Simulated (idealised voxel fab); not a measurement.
This is a process module. Its name is voxel capacitor over wiring.
In the cross-section labelled cut, the width is 240 nm and each square cell is 5 nm.
Heads up, the way a cross-section reads in here is a grid of square cells, handed over as bands from the top down, with every band being one or more rows of cells. It is stipulated that each band's entry specify, in nanometres, the height of the top of the band and then that of its bottom, followed by the materials of the band in left-to-right sequence, each together with its width in nanometres. A single material marked by the word "throughout" is understood to fill the band from edge to edge; the word "blank" is understood to denote empty space. Height 0 is the level under which the wafer as received is all one material. The lowest band goes on downwards, as in "z 0 and below". A width such as "30..40" changes by the same amount from each row of cells to the next, from the band's top row to its bottom row. The designation "stayed the same", where it is given for a processing step, indicates that no cell of the cross-section was altered in the course of that step. Reported under the label "closed voids" are the empty spaces having no open way to the top and comprising 8 cells or more; the notation for each is width x height at distance, in which the distance is measured from the left edge and all three values are in nm. Past the settings on a step's line: simulator remark, on that step. overlay nm: step with mask; distance mask lay right of planned place; negative value = left of planned place.

### Process steps (planned)
step 1: RECEIVE, material Si
step 2: CONFORMAL_DEP, material SiO2, thk nm 10
step 3: DIRECTIONAL_DEP, material TiN, thk nm 5
step 4: DIRECTIONAL_DEP, material Ru, thk nm 15
step 5: DIRECTIONAL_DEP, material aC, thk nm 15
step 6: PATTERN, tone cover, mask id METAL_1, material resist, width nm 30, pitch nm 85, thk nm 35, overlay nm 0
step 7: DIRECTIONAL_ETCH, etch materials aC, depth nm 15
step 8: STRIP, etch materials resist
step 9: DIRECTIONAL_ETCH, etch materials Ru, depth nm 15
step 10: DIRECTIONAL_ETCH, etch materials TiN, depth nm 5
step 11: STRIP, etch materials aC
step 12: CONFORMAL_DEP, material SiCN, thk nm 5
step 13: FILL_DEP, material lowk, thk nm 5
step 14: CMP, height nm 30
step 15: CONFORMAL_DEP, material SiCN, thk nm 5
step 16: DIRECTIONAL_DEP, material SiO2, thk nm 20
step 17: MASKED_ETCH, tone open, mask id PLUG_1, width nm 15, etch materials SiO2, depth nm 20, overlay nm 0
step 18: MASKED_ETCH, tone open, mask id PLUG_1, width nm 15, etch materials SiCN, depth nm 5, overlay nm 0
step 19: EPI, material Ru, thk nm 10
step 20: EPI, material Ru, thk nm 10
step 21: EPI, material Ru, thk nm 5
step 22: DIRECTIONAL_DEP, material TiN, thk nm 10
step 23: DIRECTIONAL_DEP, material Al2O3, thk nm 5
step 24: DIRECTIONAL_DEP, material TiN, thk nm 10
step 25: DIRECTIONAL_DEP, material aC, thk nm 15
step 26: PATTERN, tone cover, mask id UPPER_PLATE, material resist, width nm 60, thk nm 30, overlay nm 0
step 27: DIRECTIONAL_ETCH, etch materials aC, depth nm 15
step 28: STRIP, etch materials resist
step 29: DIRECTIONAL_ETCH, etch materials TiN, depth nm 10
step 30: DIRECTIONAL_ETCH, etch materials Al2O3, depth nm 5
step 31: STRIP, etch materials aC
step 32: PATTERN, tone cover, mask id LOWER_PLATE, material resist, width nm 70, thk nm 15, overlay nm 0
step 33: DIRECTIONAL_ETCH, etch materials TiN, depth nm 10
step 34: STRIP, etch materials resist
step 35: FILL_DEP, material SiO2, thk nm 15
step 36: CMP, height nm 90
step 37: PATTERN, tone open, mask id PLUG_2, material resist, width nm 15, thk nm 20, overlay nm 0
step 38: DIRECTIONAL_ETCH, etch materials SiO2, depth nm 10
step 39: STRIP, etch materials resist
step 40: CONFORMAL_DEP, material TiN, thk nm 5
step 41: FILL_DEP, material W, thk nm 10
step 42: CMP, height nm 90
step 43: CONFORMAL_DEP, material SiN, thk nm 5

### First out of two wafers; run went to plan

### Cross-section of the incoming wafer, state after step 1
* z 0 and below | Si throughout
* closed voids: none

### After step 2, in cross-section
* z 10 to 0 | SiO2 throughout
* Nothing below the height 0 has changed.

### After step 3, in cross-section
* z 15 to 10 | TiN throughout
* Nothing below the height 10 has changed.

### After step 4, in cross-section
* z 30 to 15 | Ru throughout
* Nothing below the height 15 has changed.

### After step 5, in cross-section
* z 45 to 30 | aC throughout
* Nothing below the height 30 has changed.

### After step 6, in cross-section
* z 80 to 45 | blank (60) / resist (30) / blank (55) / resist (30) / blank (65)
* Nothing below the height 45 has changed.

### After step 7, in cross-section
* z 65 to 45 | blank (60) / resist (30) / blank (55) / resist (30) / blank (65)
* z 45 to 30 | blank (60) / aC (30) / blank (55) / aC (30) / blank (65)
* Nothing below the height 30 has changed.

### After step 8, in cross-section
* z 45 to 30 | blank (60) / aC (30) / blank (55) / aC (30) / blank (65)
* Nothing below the height 30 has changed.

### After step 9, in cross-section
* z 45 to 30 | blank (60) / aC (30) / blank (55) / aC (30) / blank (65)
* z 30 to 15 | blank (60) / Ru (30) / blank (55) / Ru (30) / blank (65)
* Nothing below the height 15 has changed.

### After step 10, in cross-section
* z 45 to 30 | blank (60) / aC (30) / blank (55) / aC (30) / blank (65)
* z 30 to 15 | blank (60) / Ru (30) / blank (55) / Ru (30) / blank (65)
* z 15 to 10 | blank (60) / TiN (30) / blank (55) / TiN (30) / blank (65)
* Nothing below the height 10 has changed.

### After step 11, in cross-section
* z 30 to 15 | blank (60) / Ru (30) / blank (55) / Ru (30) / blank (65)
* Nothing below the height 15 has changed.

### After step 12, in cross-section
* z 35 to 30 | blank (55) / SiCN (40) / blank (45) / SiCN (40) / blank (60)
* z 30 to 15 | blank (55) / SiCN (5) / Ru (30) / SiCN (5) / blank (45) / SiCN (5) / Ru (30) / SiCN (5) / blank (60)
* z 15 to 10 | SiCN (60) / TiN (30) / SiCN (55) / TiN (30) / SiCN (65)
* Nothing below the height 10 has changed.

### After step 13, in cross-section
* z 40 to 35 | lowk throughout
* z 35 to 30 | lowk (55) / SiCN (40) / lowk (45) / SiCN (40) / lowk (60)
* z 30 to 15 | lowk (55) / SiCN (5) / Ru (30) / SiCN (5) / lowk (45) / SiCN (5) / Ru (30) / SiCN (5) / lowk (60)
* Nothing below the height 15 has changed.

### After step 14, in cross-section
* z 30 to 15 | lowk (55) / SiCN (5) / Ru (30) / SiCN (5) / lowk (45) / SiCN (5) / Ru (30) / SiCN (5) / lowk (60)
* Nothing below the height 15 has changed.

### After step 15, in cross-section
* z 35 to 30 | SiCN throughout
* Nothing below the height 30 has changed.

### After step 16, in cross-section
* z 55 to 35 | SiO2 throughout
* Nothing below the height 35 has changed.

### After step 17, in cross-section
* z 55 to 35 | SiO2 (75) / blank (15) / SiO2 (150)
* Nothing below the height 35 has changed.

### After step 18, in cross-section
* z 55 to 35 | SiO2 (75) / blank (15) / SiO2 (150)
* z 35 to 30 | SiCN (75) / blank (15) / SiCN (150)
* Nothing below the height 30 has changed.

### After step 19, in cross-section
* z 55 to 40 | SiO2 (75) / blank (15) / SiO2 (150)
* z 40 to 35 | SiO2 (75) / Ru (15) / SiO2 (150)
* z 35 to 30 | SiCN (75) / Ru (15) / SiCN (150)
* Nothing below the height 30 has changed.

### After step 20, in cross-section
* z 55 to 50 | SiO2 (75) / blank (15) / SiO2 (150)
* z 50 to 35 | SiO2 (75) / Ru (15) / SiO2 (150)
* Nothing below the height 35 has changed.

### After step 21, in cross-section
* z 55 to 35 | SiO2 (75) / Ru (15) / SiO2 (150)
* Nothing below the height 35 has changed.

### After step 22, in cross-section
* z 65 to 55 | TiN throughout
* Nothing below the height 55 has changed.

### After step 23, in cross-section
* z 70 to 65 | Al2O3 throughout
* Nothing below the height 65 has changed.

### After step 24, in cross-section
* z 80 to 70 | TiN throughout
* Nothing below the height 70 has changed.

### After step 25, in cross-section
* z 95 to 80 | aC throughout
* Nothing below the height 80 has changed.

### After step 26, in cross-section
* z 125 to 95 | blank (75) / resist (60) / blank (105)
* Nothing below the height 95 has changed.

### After step 27, in cross-section
* z 110 to 95 | blank (75) / resist (60) / blank (105)
* z 95 to 80 | blank (75) / aC (60) / blank (105)
* Nothing below the height 80 has changed.

### After step 28, in cross-section
* z 95 to 80 | blank (75) / aC (60) / blank (105)
* Nothing below the height 80 has changed.

### After step 29, in cross-section
* z 95 to 80 | blank (75) / aC (60) / blank (105)
* z 80 to 70 | blank (75) / TiN (60) / blank (105)
* Nothing below the height 70 has changed.

### After step 30, in cross-section
* z 95 to 80 | blank (75) / aC (60) / blank (105)
* z 80 to 70 | blank (75) / TiN (60) / blank (105)
* z 70 to 65 | blank (75) / Al2O3 (60) / blank (105)
* Nothing below the height 65 has changed.

### After step 31, in cross-section
* z 80 to 70 | blank (75) / TiN (60) / blank (105)
* Nothing below the height 70 has changed.

### After step 32, in cross-section
* z 95 to 80 | blank (70) / resist (70) / blank (100)
* z 80 to 70 | blank (70) / resist (5) / TiN (60) / resist (5) / blank (100)
* z 70 to 65 | blank (70) / resist (5) / Al2O3 (60) / resist (5) / blank (100)
* Nothing below the height 65 has changed.

### After step 33, in cross-section
* z 95 to 80 | blank (70) / resist (70) / blank (100)
* z 80 to 70 | blank (70) / resist (5) / TiN (60) / resist (5) / blank (100)
* z 70 to 65 | blank (70) / resist (5) / Al2O3 (60) / resist (5) / blank (100)
* z 65 to 55 | blank (70) / TiN (70) / blank (100)
* Nothing below the height 55 has changed.

### After step 34, in cross-section
* z 80 to 70 | blank (75) / TiN (60) / blank (105)
* z 70 to 65 | blank (75) / Al2O3 (60) / blank (105)
* Nothing below the height 65 has changed.

### After step 35, in cross-section
* z 95 to 80 | SiO2 throughout
* z 80 to 70 | SiO2 (75) / TiN (60) / SiO2 (105)
* z 70 to 65 | SiO2 (75) / Al2O3 (60) / SiO2 (105)
* z 65 to 55 | SiO2 (70) / TiN (70) / SiO2 (100)
* Nothing below the height 55 has changed.

### After step 36, in cross-section
* z 90 to 80 | SiO2 throughout
* Nothing below the height 80 has changed.

### After step 37, in cross-section
* z 110 to 90 | resist (85) / blank (15) / resist (140)
* Nothing below the height 90 has changed.

### After step 38, in cross-section
* z 110 to 90 | resist (85) / blank (15) / resist (140)
* z 90 to 80 | SiO2 (85) / blank (15) / SiO2 (140)
* Nothing below the height 80 has changed.

### After step 39, in cross-section
* z 90 to 80 | SiO2 (85) / blank (15) / SiO2 (140)
* Nothing below the height 80 has changed.

### After step 40, in cross-section
* z 95 to 90 | TiN (90) / blank (5) / TiN (145)
* z 90 to 85 | SiO2 (85) / TiN (5) / blank (5) / TiN (5) / SiO2 (140)
* z 85 to 80 | SiO2 (85) / TiN (15) / SiO2 (140)
* Nothing below the height 80 has changed.

### After step 41, in cross-section
* z 105 to 95 | W throughout
* z 95 to 90 | TiN (90) / W (5) / TiN (145)
* z 90 to 85 | SiO2 (85) / TiN (5) / W (5) / TiN (5) / SiO2 (140)
* Nothing below the height 85 has changed.

### After step 42, in cross-section
* z 90 to 85 | SiO2 (85) / TiN (5) / W (5) / TiN (5) / SiO2 (140)
* Nothing below the height 85 has changed.

### After step 43, in cross-section
* z 95 to 90 | SiN throughout
* Nothing below the height 90 has changed.

### Second wafer, same starting conditions and recipe as the first, one mistake in executing it, nothing differs from the first up to and including step 14

### Second wafer: cross-section at the scheduled end of step 15
* z 50 to 30 | SiO2 throughout
* Nothing below the height 30 has changed.

### Second wafer: cross-section at the scheduled end of step 16
* z 55 to 50 | SiCN throughout
* Nothing below the height 50 has changed.

Second wafer: cross-section at the scheduled end of step 17: stayed the same

### Second wafer: cross-section at the scheduled end of step 18
* z 55 to 50 | SiCN (75) / blank (15) / SiCN (150)
* Nothing below the height 50 has changed.

Second wafer: cross-section at the scheduled end of step 19: stayed the same

Second wafer: cross-section at the scheduled end of step 20: stayed the same

Second wafer: cross-section at the scheduled end of step 21: stayed the same

### Second wafer: cross-section at the scheduled end of step 22
* z 65 to 60 | TiN (75) / blank (15) / TiN (150)
* z 60 to 55 | TiN throughout
* z 55 to 50 | SiCN (75) / TiN (15) / SiCN (150)
* Nothing below the height 50 has changed.

### Second wafer: cross-section at the scheduled end of step 23
* z 70 to 65 | Al2O3 (75) / blank (15) / Al2O3 (150)
* z 65 to 60 | TiN (75) / Al2O3 (15) / TiN (150)
* Nothing below the height 60 has changed.

### Second wafer: cross-section at the scheduled end of step 24
* z 80 to 75 | TiN (75) / blank (15) / TiN (150)
* z 75 to 70 | TiN throughout
* z 70 to 65 | Al2O3 (75) / TiN (15) / Al2O3 (150)
* Nothing below the height 65 has changed.

### Second wafer: cross-section at the scheduled end of step 25
* z 95 to 90 | aC (75) / blank (15) / aC (150)
* z 90 to 80 | aC throughout
* z 80 to 75 | TiN (75) / aC (15) / TiN (150)
* Nothing below the height 75 has changed.

### Second wafer: cross-section at the scheduled end of step 26
* z 125 to 95 | blank (75) / resist (60) / blank (105)
* z 95 to 90 | aC (75) / resist (15) / aC (150)
* Nothing below the height 90 has changed.

### Second wafer: cross-section at the scheduled end of step 27
* z 110 to 95 | blank (75) / resist (60) / blank (105)
* z 95 to 90 | blank (75) / resist (15) / aC (45) / blank (105)
* z 90 to 80 | blank (75) / aC (60) / blank (105)
* Nothing below the height 80 has changed.

### Second wafer: cross-section at the scheduled end of step 28
* z 95 to 90 | blank (90) / aC (45) / blank (105)
* Nothing below the height 90 has changed.

### Second wafer: cross-section at the scheduled end of step 29
* z 95 to 90 | blank (90) / aC (45) / blank (105)
* z 90 to 80 | blank (75) / aC (60) / blank (105)
* z 80 to 75 | blank (75) / aC (15) / TiN (45) / blank (105)
* z 75 to 70 | blank (75) / TiN (60) / blank (105)
* Nothing below the height 70 has changed.

### Second wafer: cross-section at the scheduled end of step 30
* z 95 to 90 | blank (90) / aC (45) / blank (105)
* z 90 to 80 | blank (75) / aC (60) / blank (105)
* z 80 to 75 | blank (75) / aC (15) / TiN (45) / blank (105)
* z 75 to 70 | blank (75) / TiN (60) / blank (105)
* z 70 to 65 | blank (75) / TiN (15) / Al2O3 (45) / blank (105)
* Nothing below the height 65 has changed.

### Second wafer: cross-section at the scheduled end of step 31
* z 80 to 70 | blank (90..75) / TiN (45..60) / blank (105)
* Nothing below the height 70 has changed.

### Second wafer: cross-section at the scheduled end of step 32
* z 95 to 80 | blank (70) / resist (70) / blank (100)
* z 80 to 70 | blank (70) / resist (20..5) / TiN (45..60) / resist (5) / blank (100)
* z 70 to 65 | blank (70) / resist (5) / TiN (15) / Al2O3 (45) / resist (5) / blank (100)
* Nothing below the height 65 has changed.

### Second wafer: cross-section at the scheduled end of step 33
* z 95 to 80 | blank (70) / resist (70) / blank (100)
* z 80 to 70 | blank (70) / resist (20..5) / TiN (45..60) / resist (5) / blank (100)
* z 70 to 65 | blank (70) / resist (5) / TiN (15) / Al2O3 (45) / resist (5) / blank (100)
* z 65 to 60 | blank (70) / TiN (5) / Al2O3 (15) / TiN (50) / blank (100)
* z 60 to 55 | blank (70) / TiN (70) / blank (100)
* Nothing below the height 55 has changed.

### Second wafer: cross-section at the scheduled end of step 34
* z 80 to 70 | blank (90..75) / TiN (45..60) / blank (105)
* z 70 to 65 | blank (75) / TiN (15) / Al2O3 (45) / blank (105)
* Nothing below the height 65 has changed.

### Second wafer: cross-section at the scheduled end of step 35
* z 95 to 80 | SiO2 throughout
* z 80 to 70 | SiO2 (90..75) / TiN (45..60) / SiO2 (105)
* z 70 to 65 | SiO2 (75) / TiN (15) / Al2O3 (45) / SiO2 (105)
* z 65 to 60 | SiO2 (70) / TiN (5) / Al2O3 (15) / TiN (50) / SiO2 (100)
* z 60 to 55 | SiO2 (70) / TiN (70) / SiO2 (100)
* Nothing below the height 55 has changed.

### Second wafer: cross-section at the scheduled end of step 36
* z 90 to 80 | SiO2 throughout
* Nothing below the height 80 has changed.

### Second wafer: cross-section at the scheduled end of step 37
* z 110 to 90 | resist (85) / blank (15) / resist (140)
* Nothing below the height 90 has changed.

### Second wafer: cross-section at the scheduled end of step 38
* z 110 to 90 | resist (85) / blank (15) / resist (140)
* z 90 to 80 | SiO2 (85) / blank (15) / SiO2 (140)
* Nothing below the height 80 has changed.

### Second wafer: cross-section at the scheduled end of step 39
* z 90 to 80 | SiO2 (85) / blank (15) / SiO2 (140)
* Nothing below the height 80 has changed.

### Second wafer: cross-section at the scheduled end of step 40
* z 95 to 90 | TiN (90) / blank (5) / TiN (145)
* z 90 to 85 | SiO2 (85) / TiN (5) / blank (5) / TiN (5) / SiO2 (140)
* z 85 to 75 | SiO2 (85..90) / TiN (15..45) / SiO2 (140..105)
* Nothing below the height 75 has changed.

### Second wafer: cross-section at the scheduled end of step 41
* z 105 to 95 | W throughout
* z 95 to 90 | TiN (90) / W (5) / TiN (145)
* z 90 to 85 | SiO2 (85) / TiN (5) / W (5) / TiN (5) / SiO2 (140)
* Nothing below the height 85 has changed.

### Second wafer: cross-section at the scheduled end of step 42
* z 90 to 85 | SiO2 (85) / TiN (5) / W (5) / TiN (5) / SiO2 (140)
* Nothing below the height 85 has changed.

### Second wafer: cross-section at the scheduled end of step 43
* z 95 to 90 | SiN throughout
* Nothing below the height 90 has changed.
What was the processing mistake? the processing plan was not followed for steps 15 and 16, which were run with their positions exchanged
Wafer comparison, final, in cells, second relative to first, materials more or fewer: Ru: 15 fewer; SiO2: 15 more
